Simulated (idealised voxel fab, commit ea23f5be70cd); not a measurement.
Process module heading - voxel self aligned contacts
Shown is cross-section cut, with a width of 260 nm and square cells of size 5 nm.
Bands, listed from the top down, are how a cross-section gets written in this document; the cross-section itself is a grid of square cells, and a band is one or more rows of them.
Top, bottom (nm), then materials left to right with widths (nm); lone material tagged "edge to edge" fills the whole band edge to edge; "blank" = empty space.
Heights are measured from 0, the level below which the as-received wafer is all one material; the lowest band has no bottom and continues downward, written as in "z 0 and below".
Note: "30..40" means the width goes from the first number (top row of the band) to the second number (bottom row) in equal steps per row of cells.
"nothing changed", as given for a step, is the statement that not any cell of the cross-section underwent a change during that step.
"Sealed void inventory": empty spaces of 8 cells or more with no open way to the top, each given as width x height at distance, distance from the left edge, all in nm.
Whatever follows a step's settings on its line is a remark the simulator itself makes about that step.
overlay nm: how far to the right of its planned place the mask lay on this masked step (negative: to the left).
The steps planned for the process are as follows:
1) op RECEIVE | material Si
2) op CONFORMAL_DEP | material SiO2 | thk nm 5
3) op DIRECTIONAL_DEP | material polySi | thk nm 30
4) op DIRECTIONAL_DEP | material SiN | thk nm 25
5) op MASKED_ETCH | tone cover | mask id GATE | width nm 25 | pitch nm 60 | etch materials SiN | depth nm 25 | overlay nm 0
6) op MASKED_ETCH | tone cover | mask id GATE | width nm 25 | pitch nm 60 | etch materials polySi | depth nm 30 | overlay nm 0
7) op CONFORMAL_DEP | material SiN | thk nm 10
8) op DIRECTIONAL_ETCH | etch materials SiN | depth nm 10
9) op FILL_DEP | material SiO2 | thk nm 15
10) op CMP | height nm 65
11) op MASKED_ETCH | tone open | mask id CONTACT | width nm 45 | pitch nm 60 | etch materials SiO2 | depth nm 65 | overlay nm 0
12) op CONFORMAL_DEP | material TiN | thk nm 5
13) op FILL_DEP | material W | thk nm 5
14) op CMP | height nm 65
15) op CONFORMAL_DEP | material SiCN | thk nm 5
Cross-section of the incoming wafer, state after step 1:
* z 0 and below = Si edge to edge
* Sealed void inventory: none
First of two wafers: cross-section at end of module, run per plan:
* z 70 to 65 = SiCN edge to edge
* z 65 to 60 = SiO2 75  TiN 20  W 5  TiN 20  SiO2 15  TiN 20  W 5  TiN 20  SiO2 80
* z 60 to 35 = SiO2 45  SiN 45  TiN 5  W 5  TiN 5  SiN 45  TiN 5  W 5  TiN 5  SiN 45  SiO2 50
* z 35 to 5 = SiO2 45  SiN 10  polySi 25  SiN 10  TiN 5  W 5  TiN 5  SiN 10  polySi 25  SiN 10  TiN 5  W 5  TiN 5  SiN 10  polySi 25  SiN 10  SiO2 50
* z 5 to 0 = SiO2 90  TiN 15  SiO2 45  TiN 15  SiO2 95
* z 0 and below = Si edge to edge
* Sealed void inventory: none
Cross-section, second wafer: same start as the first, same plan as the first, one mistake in running it; taken at the end of the module:
* z 70 to 65 = SiCN edge to edge
* z 65 to 60 = SiO2 75  TiN 45  SiO2 15  TiN 45  SiO2 80
* z 60 to 35 = W edge to edge
* z 35 to 5 = polySi edge to edge
* z 5 to 0 = SiO2 edge to edge
* z 0 and below = Si edge to edge
* Sealed void inventory: none
Processing error: it should be noted that step 4 was executed with settings other than those planned, the operation and settings actually applied being op DIRECTIONAL_DEP | material W | thk nm 25
Bottom line after processing is that, in cells, the second wafer is up or down on some materials versus the first: 207 fewer of SiN | 203 fewer of SiO2 | 48 fewer of TiN | 236 more of W | 222 more of polySi
